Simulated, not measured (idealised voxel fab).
process module | voxel capacitor over wiring
cross-section cut | 265 nm wide | cells 5 nm
A cross-section is a grid of square cells, given in bands from the top down. A band is one or more rows of cells.
Each band's line starts with the height of the band's top and of its bottom, in nm. Then come its materials from left to right, each with its width in nm. One material with "throughout" fills the band from edge to edge. "air" is empty space.
Height 0 is the level under which the wafer as received is all one material. The lowest band goes on downwards, as in "0 down".
A width such as "30 to 40" changes by the same amount from each row of cells to the next, from the band's top row to its bottom row.
"no change" after a step means that no cell of the cross-section changed.
closed voids: empty space of 8 cells or more with no open way to the top, each as width x height at its distance from the left edge, in nm
after a step's settings: what the simulator itself notes on the step
overlay nm, on a step with a mask: how far to the right of its planned place the mask lay; to the left if negative
plan
1 op RECEIVE | material Si
2 op CONFORMAL_DEP | material SiO2 | thk nm 15
3 op DIRECTIONAL_DEP | material TiN | thk nm 5
4 op DIRECTIONAL_DEP | material W | thk nm 15
5 op PATTERN | tone cover | mask id METAL_1 | material resist | width nm 25 | pitch nm 80 | thk nm 15 | overlay nm 0
6 op DIRECTIONAL_ETCH | etch materials W | depth nm 15
7 op DIRECTIONAL_ETCH | etch materials TiN | depth nm 5
8 op STRIP | etch materials resist
9 op CONFORMAL_DEP | material SiCN | thk nm 5
10 op FILL_DEP | material lowk | thk nm 5
11 op CMP | height nm 35
12 op CONFORMAL_DEP | material SiCN | thk nm 5
13 op DIRECTIONAL_DEP | material lowk | thk nm 20
14 op PATTERN | tone open | mask id PLUG_1 | material resist | width nm 15 | thk nm 15 | overlay nm 0
15 op DIRECTIONAL_ETCH | etch materials lowk | depth nm 20
16 op DIRECTIONAL_ETCH | etch materials SiCN | depth nm 5
17 op STRIP | etch materials resist
18 op CONFORMAL_DEP | material TiN | thk nm 5
19 op FILL_DEP | material W | thk nm 5
20 op CMP | height nm 60
21 op DIRECTIONAL_DEP | material TiN | thk nm 5
22 op DIRECTIONAL_DEP | material HfO2 | thk nm 5
23 op DIRECTIONAL_DEP | material TiN | thk nm 5
24 op PATTERN | tone cover | mask id UPPER_PLATE | material resist | width nm 60 | thk nm 15 | overlay nm 0
25 op DIRECTIONAL_ETCH | etch materials TiN | depth nm 5
26 op DIRECTIONAL_ETCH | etch materials HfO2 | depth nm 5
27 op STRIP | etch materials resist
28 op PATTERN | tone cover | mask id LOWER_PLATE | material resist | width nm 70 | thk nm 15 | overlay nm 0
29 op DIRECTIONAL_ETCH | etch materials TiN | depth nm 5
30 op STRIP | etch materials resist
31 op FILL_DEP | material SiO2 | thk nm 15
32 op CMP | height nm 85
33 op DIRECTIONAL_DEP | material aC | thk nm 10
34 op PATTERN | tone open | mask id PLUG_2 | material resist | width nm 15 | thk nm 30 | overlay nm 0
35 op DIRECTIONAL_ETCH | etch materials aC | depth nm 10
36 op STRIP | etch materials resist
37 op DIRECTIONAL_ETCH | etch materials SiO2 | depth nm 10
38 op STRIP | etch materials aC
39 op CONFORMAL_DEP | material TiN | thk nm 5
40 op FILL_DEP | material Ru | thk nm 10
41 op CMP | height nm 85
42 op CONFORMAL_DEP | material SiCN | thk nm 5
as received, after step 1
  0 down: Si throughout
  closed voids: none
first wafer at the end, as planned
  90 to 85: SiCN throughout
  85 to 80: SiO2 100 | TiN 5 | Ru 5 | TiN 5 | SiO2 150
  80 to 70: SiO2 100 to 90 | TiN 15 to 60 | SiO2 150 to 115
  70 to 65: SiO2 90 | HfO2 60 | SiO2 115
  65 to 60: SiO2 85 | TiN 70 | SiO2 110
  60 to 40: lowk 90 | TiN 5 | W 5 | TiN 5 | lowk 160
  40 to 35: SiCN 90 | TiN 15 | SiCN 160
  35 to 20: lowk 75 | SiCN 5 | W 25 | SiCN 5 | lowk 45 | SiCN 5 | W 25 | SiCN 5 | lowk 75
  20 to 15: SiCN 80 | TiN 25 | SiCN 55 | TiN 25 | SiCN 80
  15 to 0: SiO2 throughout
  0 down: Si throughout
  closed voids: none
second wafer at the end: like start, like plan, one mistake
  90 to 85: SiCN throughout
  85 to 80: SiO2 100 | TiN 5 | Ru 5 | TiN 5 | SiO2 150
  80 to 70: SiO2 100 to 90 | TiN 15 to 60 | SiO2 150 to 115
  70 to 65: SiO2 90 | HfO2 60 | SiO2 115
  65 to 60: SiO2 80 | TiN 70 | SiO2 115
  60 to 40: lowk 90 | TiN 5 | W 5 | TiN 5 | lowk 160
  40 to 35: SiCN 90 | TiN 15 | SiCN 160
  35 to 20: lowk 75 | SiCN 5 | W 25 | SiCN 5 | lowk 45 | SiCN 5 | W 25 | SiCN 5 | lowk 75
  20 to 15: SiCN 80 | TiN 25 | SiCN 55 | TiN 25 | SiCN 80
  15 to 0: SiO2 throughout
  0 down: Si throughout
  closed voids: none
what went wrong: step 28 ran as: op PATTERN | tone cover | mask id LOWER_PLATE | material resist | width nm 70 | thk nm 15 | overlay nm -5
at the end the second wafer has, in cells: as many of each material as the first, in other places
